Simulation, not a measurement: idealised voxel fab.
The document below concerns the process module designated voxel capacitor over wiring.
The width of the displayed cross-section, cut, is 155 nm; its cells are square, with a size of 5 nm.
A cross-section is a grid of square cells, given in bands from the top down. A band is one or more rows of cells. Band: top height; bottom height; in nm. Then, left to right: material with width in nm, for each material. "everywhere": a single material spanning edge to edge. "blank": empty space. Heights are measured from 0, the level below which the as-received wafer is all one material; the lowest band has no bottom and continues downward, written as in "0 down". Per-row width for "30..40": begins at first number (top row of band), ends at second number (bottom row), increment between rows held constant. The designation "remained the same", where it is given for a processing step, indicates that no cell of the cross-section was altered in the course of that step. "Enclosed void entries" means: voids of 8 cells or more that are shut off from the top with no open way through. Written width x height at distance, distance from the left edge, in nm. That trailing text on a step's line, after the settings, is the simulator's own remark on the step. Regarding "overlay nm": on a step with a mask, it is the distance the mask lay to the right of its planned place; a negative value places it to the left.

Steps in the process plan:
1. RECEIVE, material Si
2. CONFORMAL_DEP, material SiO2, thk nm 10
3. CONFORMAL_DEP, material SiCN, thk nm 5
4. DIRECTIONAL_DEP, material SiO2, thk nm 15
5. DIRECTIONAL_DEP, material aC, thk nm 15
6. PATTERN, tone open, mask id METAL_1, material resist, width nm 20, pitch nm 80, thk nm 35, overlay nm 0
7. DIRECTIONAL_ETCH, etch materials aC, depth nm 15
8. STRIP, etch materials resist
9. DIRECTIONAL_ETCH, etch materials SiO2, depth nm 15
10. DIRECTIONAL_ETCH, etch materials SiCN, depth nm 5
11. STRIP, etch materials aC
12. CONFORMAL_DEP, material TiN, thk nm 5
13. FILL_DEP, material Ru, thk nm 5
14. CMP, height nm 30
15. EPI, material Ru, thk nm 5
16. FILL_DEP, material SiCN, thk nm 5
17. DIRECTIONAL_DEP, material lowk, thk nm 10
18. MASKED_ETCH, tone open, mask id PLUG_1, width nm 15, etch materials lowk, depth nm 10, overlay nm 0
19. MASKED_ETCH, tone open, mask id PLUG_1, width nm 15, etch materials SiCN, depth nm 5, overlay nm 0
20. CONFORMAL_DEP, material TiN, thk nm 5
21. FILL_DEP, material W, thk nm 5
22. CMP, height nm 50
23. DIRECTIONAL_DEP, material TiN, thk nm 5
24. DIRECTIONAL_DEP, material HfO2, thk nm 5
25. DIRECTIONAL_DEP, material TiN, thk nm 10
26. DIRECTIONAL_DEP, material aC, thk nm 15
27. PATTERN, tone cover, mask id UPPER_PLATE, material resist, width nm 65, thk nm 30, overlay nm 0
28. DIRECTIONAL_ETCH, etch materials aC, depth nm 15
29. STRIP, etch materials resist
30. DIRECTIONAL_ETCH, etch materials TiN, depth nm 10
31. DIRECTIONAL_ETCH, etch materials HfO2, depth nm 5
32. STRIP, etch materials aC
33. MASKED_ETCH, tone cover, mask id LOWER_PLATE, width nm 75, etch materials TiN, depth nm 5, overlay nm 0
34. FILL_DEP, material SiO2, thk nm 20
35. CMP, height nm 85
36. DIRECTIONAL_DEP, material aC, thk nm 15
37. PATTERN, tone open, mask id PLUG_2, material resist, width nm 15, thk nm 30, overlay nm 0
38. DIRECTIONAL_ETCH, etch materials aC, depth nm 15
39. STRIP, etch materials resist
40. DIRECTIONAL_ETCH, etch materials SiO2, depth nm 15
41. STRIP, etch materials aC
42. CONFORMAL_DEP, material TiN, thk nm 5
43. FILL_DEP, material Cu, thk nm 10
44. CMP, height nm 85
45. CONFORMAL_DEP, material SiN, thk nm 5

On the first of the two wafers: run conducted according to plan:

Wafer cross-section on receipt, i.e. after step 1:
> 0 down  Si everywhere
> Enclosed void entries: none

The wafer in cross-section once step 2 is complete:
> 10 to 0  SiO2 everywhere
> Lower than 0, everything is as it was.

The wafer in cross-section once step 3 is complete:
> 15 to 10  SiCN everywhere
> Lower than 10, everything is as it was.

The wafer in cross-section once step 4 is complete:
> 30 to 15  SiO2 everywhere
> Lower than 15, everything is as it was.

The wafer in cross-section once step 5 is complete:
> 45 to 30  aC everywhere
> Lower than 30, everything is as it was.

The wafer in cross-section once step 6 is complete:
> 80 to 45  resist (25), blank (20), resist (60), blank (20), resist (30)
> Lower than 45, everything is as it was.

The wafer in cross-section once step 7 is complete:
> 65 to 45  resist (25), blank (20), resist (60), blank (20), resist (30)
> 45 to 30  aC (25), blank (20), aC (60), blank (20), aC (30)
> Lower than 30, everything is as it was.

The wafer in cross-section once step 8 is complete:
> 45 to 30  aC (25), blank (20), aC (60), blank (20), aC (30)
> Lower than 30, everything is as it was.

The wafer in cross-section once step 9 is complete:
> 45 to 30  aC (25), blank (20), aC (60), blank (20), aC (30)
> 30 to 15  SiO2 (25), blank (20), SiO2 (60), blank (20), SiO2 (30)
> Lower than 15, everything is as it was.

The wafer in cross-section once step 10 is complete:
> 45 to 30  aC (25), blank (20), aC (60), blank (20), aC (30)
> 30 to 15  SiO2 (25), blank (20), SiO2 (60), blank (20), SiO2 (30)
> 15 to 10  SiCN (25), blank (20), SiCN (60), blank (20), SiCN (30)
> Lower than 10, everything is as it was.

The wafer in cross-section once step 11 is complete:
> 30 to 15  SiO2 (25), blank (20), SiO2 (60), blank (20), SiO2 (30)
> Lower than 15, everything is as it was.

The wafer in cross-section once step 12 is complete:
> 35 to 30  TiN (30), blank (10), TiN (70), blank (10), TiN (35)
> 30 to 15  SiO2 (25), TiN (5), blank (10), TiN (5), SiO2 (60), TiN (5), blank (10), TiN (5), SiO2 (30)
> 15 to 10  SiCN (25), TiN (20), SiCN (60), TiN (20), SiCN (30)
> Lower than 10, everything is as it was.

The wafer in cross-section once step 13 is complete:
> 40 to 35  Ru everywhere
> 35 to 30  TiN (30), Ru (10), TiN (70), Ru (10), TiN (35)
> 30 to 15  SiO2 (25), TiN (5), Ru (10), TiN (5), SiO2 (60), TiN (5), Ru (10), TiN (5), SiO2 (30)
> Lower than 15, everything is as it was.

The wafer in cross-section once step 14 is complete:
> 30 to 15  SiO2 (25), TiN (5), Ru (10), TiN (5), SiO2 (60), TiN (5), Ru (10), TiN (5), SiO2 (30)
> Lower than 15, everything is as it was.

The wafer in cross-section once step 15 is complete:
> 35 to 30  blank (20), Ru (30), blank (50), Ru (30), blank (25)
> Lower than 30, everything is as it was.

The wafer in cross-section once step 16 is complete:
> 40 to 35  SiCN everywhere
> 35 to 30  SiCN (20), Ru (30), SiCN (50), Ru (30), SiCN (25)
> Lower than 30, everything is as it was.

The wafer in cross-section once step 17 is complete:
> 50 to 40  lowk everywhere
> Lower than 40, everything is as it was.

The wafer in cross-section once step 18 is complete:
> 50 to 40  lowk (30), blank (15), lowk (110)
> Lower than 40, everything is as it was.

The wafer in cross-section once step 19 is complete:
> 50 to 40  lowk (30), blank (15), lowk (110)
> 40 to 35  SiCN (30), blank (15), SiCN (110)
> Lower than 35, everything is as it was.

The wafer in cross-section once step 20 is complete:
> 55 to 50  TiN (35), blank (5), TiN (115)
> 50 to 40  lowk (30), TiN (5), blank (5), TiN (5), lowk (110)
> 40 to 35  SiCN (30), TiN (15), SiCN (110)
> Lower than 35, everything is as it was.

The wafer in cross-section once step 21 is complete:
> 60 to 55  W everywhere
> 55 to 50  TiN (35), W (5), TiN (115)
> 50 to 40  lowk (30), TiN (5), W (5), TiN (5), lowk (110)
> Lower than 40, everything is as it was.

The wafer in cross-section once step 22 is complete:
> 50 to 40  lowk (30), TiN (5), W (5), TiN (5), lowk (110)
> Lower than 40, everything is as it was.

The wafer in cross-section once step 23 is complete:
> 55 to 50  TiN everywhere
> Lower than 50, everything is as it was.

The wafer in cross-section once step 24 is complete:
> 60 to 55  HfO2 everywhere
> Lower than 55, everything is as it was.

The wafer in cross-section once step 25 is complete:
> 70 to 60  TiN everywhere
> Lower than 60, everything is as it was.

The wafer in cross-section once step 26 is complete:
> 85 to 70  aC everywhere
> Lower than 70, everything is as it was.

The wafer in cross-section once step 27 is complete:
> 115 to 85  blank (30), resist (65), blank (60)
> Lower than 85, everything is as it was.

The wafer in cross-section once step 28 is complete:
> 100 to 85  blank (30), resist (65), blank (60)
> 85 to 70  blank (30), aC (65), blank (60)
> Lower than 70, everything is as it was.

The wafer in cross-section once step 29 is complete:
> 85 to 70  blank (30), aC (65), blank (60)
> Lower than 70, everything is as it was.

The wafer in cross-section once step 30 is complete:
> 85 to 70  blank (30), aC (65), blank (60)
> 70 to 60  blank (30), TiN (65), blank (60)
> Lower than 60, everything is as it was.

The wafer in cross-section once step 31 is complete:
> 85 to 70  blank (30), aC (65), blank (60)
> 70 to 60  blank (30), TiN (65), blank (60)
> 60 to 55  blank (30), HfO2 (65), blank (60)
> Lower than 55, everything is as it was.

The wafer in cross-section once step 32 is complete:
> 70 to 60  blank (30), TiN (65), blank (60)
> Lower than 60, everything is as it was.

The wafer in cross-section once step 33 is complete:
> 70 to 60  blank (30), TiN (65), blank (60)
> 60 to 55  blank (30), HfO2 (65), blank (60)
> 55 to 50  blank (25), TiN (75), blank (55)
> Lower than 50, everything is as it was.

The wafer in cross-section once step 34 is complete:
> 90 to 70  SiO2 everywhere
> 70 to 60  SiO2 (30), TiN (65), SiO2 (60)
> 60 to 55  SiO2 (30), HfO2 (65), SiO2 (60)
> 55 to 50  SiO2 (25), TiN (75), SiO2 (55)
> Lower than 50, everything is as it was.

The wafer in cross-section once step 35 is complete:
> 85 to 70  SiO2 everywhere
> Lower than 70, everything is as it was.

The wafer in cross-section once step 36 is complete:
> 100 to 85  aC everywhere
> Lower than 85, everything is as it was.

The wafer in cross-section once step 37 is complete:
> 130 to 100  resist (40), blank (15), resist (100)
> Lower than 100, everything is as it was.

The wafer in cross-section once step 38 is complete:
> 115 to 100  resist (40), blank (15), resist (100)
> 100 to 85  aC (40), blank (15), aC (100)
> Lower than 85, everything is as it was.

The wafer in cross-section once step 39 is complete:
> 100 to 85  aC (40), blank (15), aC (100)
> Lower than 85, everything is as it was.

The wafer in cross-section once step 40 is complete:
> 100 to 85  aC (40), blank (15), aC (100)
> 85 to 70  SiO2 (40), blank (15), SiO2 (100)
> Lower than 70, everything is as it was.

The wafer in cross-section once step 41 is complete:
> 85 to 70  SiO2 (40), blank (15), SiO2 (100)
> Lower than 70, everything is as it was.

The wafer in cross-section once step 42 is complete:
> 90 to 85  TiN (45), blank (5), TiN (105)
> 85 to 75  SiO2 (40), TiN (5), blank (5), TiN (5), SiO2 (100)
> 75 to 70  SiO2 (40), TiN (15), SiO2 (100)
> Lower than 70, everything is as it was.

The wafer in cross-section once step 43 is complete:
> 100 to 90  Cu everywhere
> 90 to 85  TiN (45), Cu (5), TiN (105)
> 85 to 75  SiO2 (40), TiN (5), Cu (5), TiN (5), SiO2 (100)
> Lower than 75, everything is as it was.

The wafer in cross-section once step 44 is complete:
> 85 to 75  SiO2 (40), TiN (5), Cu (5), TiN (5), SiO2 (100)
> Lower than 75, everything is as it was.

The wafer in cross-section once step 45 is complete:
> 90 to 85  SiN everywhere
> Lower than 85, everything is as it was.

Second wafer - shared start and plan with the first - one error in running - same as the first up to step 2 inclusive:

The second wafer in cross-section, at the planned close of step 3:
> 25 to 0  SiO2 everywhere
> Lower than 0, everything is as it was.

The second wafer in cross-section, at the planned close of step 4:
> 30 to 25  SiCN everywhere
> Lower than 25, everything is as it was.

The second wafer in cross-section, at the planned close of step 5:
> 45 to 30  aC everywhere
> Lower than 30, everything is as it was.

The second wafer in cross-section, at the planned close of step 6:
> 80 to 45  resist (25), blank (20), resist (60), blank (20), resist (30)
> Lower than 45, everything is as it was.

The second wafer in cross-section, at the planned close of step 7:
> 65 to 45  resist (25), blank (20), resist (60), blank (20), resist (30)
> 45 to 30  aC (25), blank (20), aC (60), blank (20), aC (30)
> Lower than 30, everything is as it was.

The second wafer in cross-section, at the planned close of step 8:
> 45 to 30  aC (25), blank (20), aC (60), blank (20), aC (30)
> Lower than 30, everything is as it was.

The second wafer in cross-section, at the planned close of step 9: remained the same

The second wafer in cross-section, at the planned close of step 10:
> 45 to 30  aC (25), blank (20), aC (60), blank (20), aC (30)
> 30 to 25  SiCN (25), blank (20), SiCN (60), blank (20), SiCN (30)
> Lower than 25, everything is as it was.

The second wafer in cross-section, at the planned close of step 11:
> 30 to 25  SiCN (25), blank (20), SiCN (60), blank (20), SiCN (30)
> Lower than 25, everything is as it was.

The second wafer in cross-section, at the planned close of step 12:
> 35 to 30  TiN (30), blank (10), TiN (70), blank (10), TiN (35)
> 30 to 25  SiCN (25), TiN (20), SiCN (60), TiN (20), SiCN (30)
> Lower than 25, everything is as it was.

The second wafer in cross-section, at the planned close of step 13:
> 40 to 35  Ru everywhere
> 35 to 30  TiN (30), Ru (10), TiN (70), Ru (10), TiN (35)
> Lower than 30, everything is as it was.

The second wafer in cross-section, at the planned close of step 14:
> 30 to 25  SiCN (25), TiN (20), SiCN (60), TiN (20), SiCN (30)
> Lower than 25, everything is as it was.

The second wafer in cross-section, at the planned close of step 15:
> 35 to 30  blank (20), Ru (30), blank (50), Ru (30), blank (25)
> Lower than 30, everything is as it was.

The second wafer in cross-section, at the planned close of step 16:
> 40 to 35  SiCN everywhere
> 35 to 30  SiCN (20), Ru (30), SiCN (50), Ru (30), SiCN (25)
> Lower than 30, everything is as it was.

The second wafer in cross-section, at the planned close of step 17:
> 50 to 40  lowk everywhere
> Lower than 40, everything is as it was.

The second wafer in cross-section, at the planned close of step 18:
> 50 to 40  lowk (30), blank (15), lowk (110)
> Lower than 40, everything is as it was.

The second wafer in cross-section, at the planned close of step 19:
> 50 to 40  lowk (30), blank (15), lowk (110)
> 40 to 35  SiCN (30), blank (15), SiCN (110)
> Lower than 35, everything is as it was.

The second wafer in cross-section, at the planned close of step 20:
> 55 to 50  TiN (35), blank (5), TiN (115)
> 50 to 40  lowk (30), TiN (5), blank (5), TiN (5), lowk (110)
> 40 to 35  SiCN (30), TiN (15), SiCN (110)
> Lower than 35, everything is as it was.

The second wafer in cross-section, at the planned close of step 21:
> 60 to 55  W everywhere
> 55 to 50  TiN (35), W (5), TiN (115)
> 50 to 40  lowk (30), TiN (5), W (5), TiN (5), lowk (110)
> Lower than 40, everything is as it was.

The second wafer in cross-section, at the planned close of step 22:
> 50 to 40  lowk (30), TiN (5), W (5), TiN (5), lowk (110)
> Lower than 40, everything is as it was.

The second wafer in cross-section, at the planned close of step 23:
> 55 to 50  TiN everywhere
> Lower than 50, everything is as it was.

The second wafer in cross-section, at the planned close of step 24:
> 60 to 55  HfO2 everywhere
> Lower than 55, everything is as it was.

The second wafer in cross-section, at the planned close of step 25:
> 70 to 60  TiN everywhere
> Lower than 60, everything is as it was.

The second wafer in cross-section, at the planned close of step 26:
> 85 to 70  aC everywhere
> Lower than 70, everything is as it was.

The second wafer in cross-section, at the planned close of step 27:
> 115 to 85  blank (30), resist (65), blank (60)
> Lower than 85, everything is as it was.

The second wafer in cross-section, at the planned close of step 28:
> 100 to 85  blank (30), resist (65), blank (60)
> 85 to 70  blank (30), aC (65), blank (60)
> Lower than 70, everything is as it was.

The second wafer in cross-section, at the planned close of step 29:
> 85 to 70  blank (30), aC (65), blank (60)
> Lower than 70, everything is as it was.

The second wafer in cross-section, at the planned close of step 30:
> 85 to 70  blank (30), aC (65), blank (60)
> 70 to 60  blank (30), TiN (65), blank (60)
> Lower than 60, everything is as it was.

The second wafer in cross-section, at the planned close of step 31:
> 85 to 70  blank (30), aC (65), blank (60)
> 70 to 60  blank (30), TiN (65), blank (60)
> 60 to 55  blank (30), HfO2 (65), blank (60)
> Lower than 55, everything is as it was.

The second wafer in cross-section, at the planned close of step 32:
> 70 to 60  blank (30), TiN (65), blank (60)
> Lower than 60, everything is as it was.

The second wafer in cross-section, at the planned close of step 33:
> 70 to 60  blank (30), TiN (65), blank (60)
> 60 to 55  blank (30), HfO2 (65), blank (60)
> 55 to 50  blank (25), TiN (75), blank (55)
> Lower than 50, everything is as it was.

The second wafer in cross-section, at the planned close of step 34:
> 90 to 70  SiO2 everywhere
> 70 to 60  SiO2 (30), TiN (65), SiO2 (60)
> 60 to 55  SiO2 (30), HfO2 (65), SiO2 (60)
> 55 to 50  SiO2 (25), TiN (75), SiO2 (55)
> Lower than 50, everything is as it was.

The second wafer in cross-section, at the planned close of step 35:
> 85 to 70  SiO2 everywhere
> Lower than 70, everything is as it was.

The second wafer in cross-section, at the planned close of step 36:
> 100 to 85  aC everywhere
> Lower than 85, everything is as it was.

The second wafer in cross-section, at the planned close of step 37:
> 130 to 100  resist (40), blank (15), resist (100)
> Lower than 100, everything is as it was.

The second wafer in cross-section, at the planned close of step 38:
> 115 to 100  resist (40), blank (15), resist (100)
> 100 to 85  aC (40), blank (15), aC (100)
> Lower than 85, everything is as it was.

The second wafer in cross-section, at the planned close of step 39:
> 100 to 85  aC (40), blank (15), aC (100)
> Lower than 85, everything is as it was.

The second wafer in cross-section, at the planned close of step 40:
> 100 to 85  aC (40), blank (15), aC (100)
> 85 to 70  SiO2 (40), blank (15), SiO2 (100)
> Lower than 70, everything is as it was.

The second wafer in cross-section, at the planned close of step 41:
> 85 to 70  SiO2 (40), blank (15), SiO2 (100)
> Lower than 70, everything is as it was.

The second wafer in cross-section, at the planned close of step 42:
> 90 to 85  TiN (45), blank (5), TiN (105)
> 85 to 75  SiO2 (40), TiN (5), blank (5), TiN (5), SiO2 (100)
> 75 to 70  SiO2 (40), TiN (15), SiO2 (100)
> Lower than 70, everything is as it was.

The second wafer in cross-section, at the planned close of step 43:
> 100 to 90  Cu everywhere
> 90 to 85  TiN (45), Cu (5), TiN (105)
> 85 to 75  SiO2 (40), TiN (5), Cu (5), TiN (5), SiO2 (100)
> Lower than 75, everything is as it was.

The second wafer in cross-section, at the planned close of step 44:
> 85 to 75  SiO2 (40), TiN (5), Cu (5), TiN (5), SiO2 (100)
> Lower than 75, everything is as it was.

The second wafer in cross-section, at the planned close of step 45:
> 90 to 85  SiN everywhere
> Lower than 85, everything is as it was.
Want to know what went wrong? deviation from plan: step 4 and step 3 executed in one another's positions
The closing comparison, in cells, has the second wafer with more or fewer of some materials than the first: 12 fewer of Ru, 24 more of SiO2, 12 fewer of TiN
